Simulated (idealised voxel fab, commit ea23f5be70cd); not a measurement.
process module | voxel wiring stack
cross-section cut | 210 nm wide | cells 5 nm
A cross-section is a grid of square cells, given in bands from the top down. A band is one or more rows of cells.
Each band's line starts with the height of the band's top and of its bottom, in nm. Then come its materials from left to right, each with its width in nm. One material with "throughout" fills the band from edge to edge. "air" is empty space.
Height 0 is the level under which the wafer as received is all one material. The lowest band goes on downwards, as in "0 down".
A width such as "30 to 40" changes by the same amount from each row of cells to the next, from the band's top row to its bottom row.
"no change" after a step means that no cell of the cross-section changed.
closed voids: empty space of 8 cells or more with no open way to the top, each as width x height at its distance from the left edge, in nm
after a step's settings: what the simulator itself notes on the step
overlay nm, on a step with a mask: how far to the right of its planned place the mask lay; to the left if negative
plan
1 op RECEIVE | material Si
2 op CONFORMAL_DEP | material SiO2 | thk nm 15
3 op CONFORMAL_DEP | material SiCN | thk nm 5
4 op DIRECTIONAL_DEP | material SiO2 | thk nm 25
5 op PATTERN | tone open | mask id METAL_1 | material resist | width nm 20 | pitch nm 35 | thk nm 20 | overlay nm 0
6 op DIRECTIONAL_ETCH | etch materials SiO2 | depth nm 25
7 op DIRECTIONAL_ETCH | etch materials SiCN | depth nm 5
8 op STRIP | etch materials resist
9 op CONFORMAL_DEP | material TiN | thk nm 5
10 op FILL_DEP | material Cu | thk nm 5
11 op CMP | height nm 45
12 op CONFORMAL_DEP | material SiCN | thk nm 5
13 op DIRECTIONAL_DEP | material SiO2 | thk nm 30
14 op DIRECTIONAL_DEP | material aC | thk nm 10
15 op PATTERN | tone open | mask id METAL_2_HOLES | material resist | width nm 15 | pitch nm 35 | thk nm 25 | overlay nm 0
16 op DIRECTIONAL_ETCH | etch materials aC | depth nm 10
17 op STRIP | etch materials resist
18 op DIRECTIONAL_ETCH | etch materials SiO2 | depth nm 30
19 op STRIP | etch materials aC
20 op DIRECTIONAL_DEP | material aC | thk nm 15
21 op PATTERN | tone open | mask id METAL_2 | material resist | width nm 20 | pitch nm 35 | thk nm 30 | overlay nm 0
22 op DIRECTIONAL_ETCH | etch materials aC | depth nm 15
23 op STRIP | etch materials resist
24 op DIRECTIONAL_ETCH | etch materials SiO2 | depth nm 20
25 op DIRECTIONAL_ETCH | etch materials SiCN | depth nm 5
26 op STRIP | etch materials aC
27 op CONFORMAL_DEP | material TiN | thk nm 5
28 op FILL_DEP | material Cu | thk nm 10
29 op CMP | height nm 80
30 op CONFORMAL_DEP | material SiCN | thk nm 5
31 op DIRECTIONAL_DEP | material SiO2 | thk nm 30
32 op MASKED_ETCH | tone open | mask id METAL_3_HOLES | width nm 15 | pitch nm 70 | etch materials SiO2 | depth nm 30 | overlay nm 0
33 op DIRECTIONAL_DEP | material aC | thk nm 15
34 op PATTERN | tone open | mask id METAL_3 | material resist | width nm 20 | pitch nm 35 | thk nm 35 | overlay nm 0
35 op DIRECTIONAL_ETCH | etch materials aC | depth nm 15
36 op STRIP | etch materials resist
37 op DIRECTIONAL_ETCH | etch materials SiO2 | depth nm 20
38 op DIRECTIONAL_ETCH | etch materials SiCN | depth nm 5
39 op STRIP | etch materials aC
40 op CONFORMAL_DEP | material TiN | thk nm 5
41 op FILL_DEP | material Cu | thk nm 5
42 op CMP | height nm 115
43 op CONFORMAL_DEP | material SiCN | thk nm 5
as received, after step 1
  0 down: Si throughout
  closed voids: none
first wafer at the end, as planned
  120 to 115: SiCN throughout
  115 to 100: SiO2 40 | TiN 5 | Cu 10 | TiN 5 | SiO2 15 | TiN 5 | Cu 10 | TiN 5 | SiO2 15 | TiN 5 | Cu 10 | TiN 5 | SiO2 15 | TiN 5 | Cu 10 | TiN 5 | SiO2 45
  100 to 95: SiO2 40 | TiN 5 | Cu 5 | TiN 10 | SiO2 15 | TiN 20 | SiO2 15 | TiN 5 | Cu 5 | TiN 10 | SiO2 15 | TiN 20 | SiO2 45
  95 to 85: SiO2 40 | TiN 5 | Cu 5 | TiN 5 | SiO2 55 | TiN 5 | Cu 5 | TiN 5 | SiO2 85
  85 to 80: SiCN 40 | TiN 15 | SiCN 55 | TiN 15 | SiCN 85
  80 to 65: SiO2 40 | TiN 5 | Cu 10 | TiN 5 | SiO2 15 | TiN 5 | Cu 10 | TiN 5 | SiO2 15 | TiN 5 | Cu 10 | TiN 5 | SiO2 15 | TiN 5 | Cu 10 | TiN 5 | SiO2 45
  65 to 60: SiO2 40 | TiN 5 | Cu 5 | TiN 10 | SiO2 15 | TiN 5 | Cu 5 | TiN 10 | SiO2 15 | TiN 5 | Cu 5 | TiN 10 | SiO2 15 | TiN 5 | Cu 5 | TiN 10 | SiO2 45
  60 to 50: SiO2 40 | TiN 5 | Cu 5 | TiN 5 | SiO2 20 | TiN 5 | Cu 5 | TiN 5 | SiO2 20 | TiN 5 | Cu 5 | TiN 5 | SiO2 20 | TiN 5 | Cu 5 | TiN 5 | SiO2 50
  50 to 45: SiCN 40 | TiN 15 | SiCN 20 | TiN 15 | SiCN 20 | TiN 15 | SiCN 20 | TiN 15 | SiCN 50
  45 to 20: SiO2 40 | TiN 5 | Cu 10 | TiN 5 | SiO2 15 | TiN 5 | Cu 10 | TiN 5 | SiO2 15 | TiN 5 | Cu 10 | TiN 5 | SiO2 15 | TiN 5 | Cu 10 | TiN 5 | SiO2 45
  20 to 15: SiCN 40 | TiN 20 | SiCN 15 | TiN 20 | SiCN 15 | TiN 20 | SiCN 15 | TiN 20 | SiCN 45
  15 to 0: SiO2 throughout
  0 down: Si throughout
  closed voids: none
second wafer at the end: like start, like plan, one mistake
  120 to 115: SiCN throughout
  115 to 100: SiO2 40 | TiN 5 | Cu 10 | TiN 5 | SiO2 15 | TiN 5 | Cu 10 | TiN 5 | SiO2 15 | TiN 5 | Cu 10 | TiN 5 | SiO2 15 | TiN 5 | Cu 10 | TiN 5 | SiO2 45
  100 to 95: SiO2 40 | TiN 5 | Cu 5 | TiN 10 | SiO2 15 | TiN 20 | SiO2 15 | TiN 5 | Cu 5 | TiN 10 | SiO2 15 | TiN 20 | SiO2 45
  95 to 85: SiO2 40 | TiN 5 | Cu 5 | TiN 5 | SiO2 55 | TiN 5 | Cu 5 | TiN 5 | SiO2 85
  85 to 80: SiCN 40 | TiN 15 | SiCN 55 | TiN 15 | SiCN 85
  80 to 65: SiO2 40 | TiN 5 | Cu 10 | TiN 5 | SiO2 15 | TiN 5 | Cu 10 | TiN 5 | SiO2 15 | TiN 5 | Cu 10 | TiN 5 | SiO2 15 | TiN 5 | Cu 10 | TiN 5 | SiO2 45
  65 to 60: SiO2 40 | TiN 5 | Cu 5 | TiN 10 | SiO2 15 | TiN 5 | Cu 5 | TiN 10 | SiO2 15 | TiN 5 | Cu 5 | TiN 10 | SiO2 15 | TiN 5 | Cu 5 | TiN 10 | SiO2 45
  60 to 50: SiO2 40 | TiN 5 | Cu 5 | TiN 5 | SiO2 20 | TiN 5 | Cu 5 | TiN 5 | SiO2 20 | TiN 5 | Cu 5 | TiN 5 | SiO2 20 | TiN 5 | Cu 5 | TiN 5 | SiO2 50
  50 to 45: SiCN 40 | TiN 15 | SiCN 20 | TiN 15 | SiCN 20 | TiN 15 | SiCN 20 | TiN 15 | SiCN 50
  45 to 20: SiO2 40 | TiN 5 | Cu 10 | TiN 5 | SiO2 15 | TiN 5 | Cu 10 | TiN 5 | SiO2 15 | TiN 5 | Cu 10 | TiN 5 | SiO2 15 | TiN 5 | Cu 10 | TiN 5 | SiO2 45
  20 to 15: SiCN 40 | TiN 20 | SiCN 15 | TiN 20 | SiCN 15 | TiN 20 | SiCN 15 | TiN 20 | SiCN 45
  15 to 0: TiN throughout
  0 down: Si throughout
  closed voids: none
what went wrong: step 2 ran as: op CONFORMAL_DEP | material TiN | thk nm 15
at the end the second wafer has, in cells: 126 fewer of SiO2 | 126 more of TiN
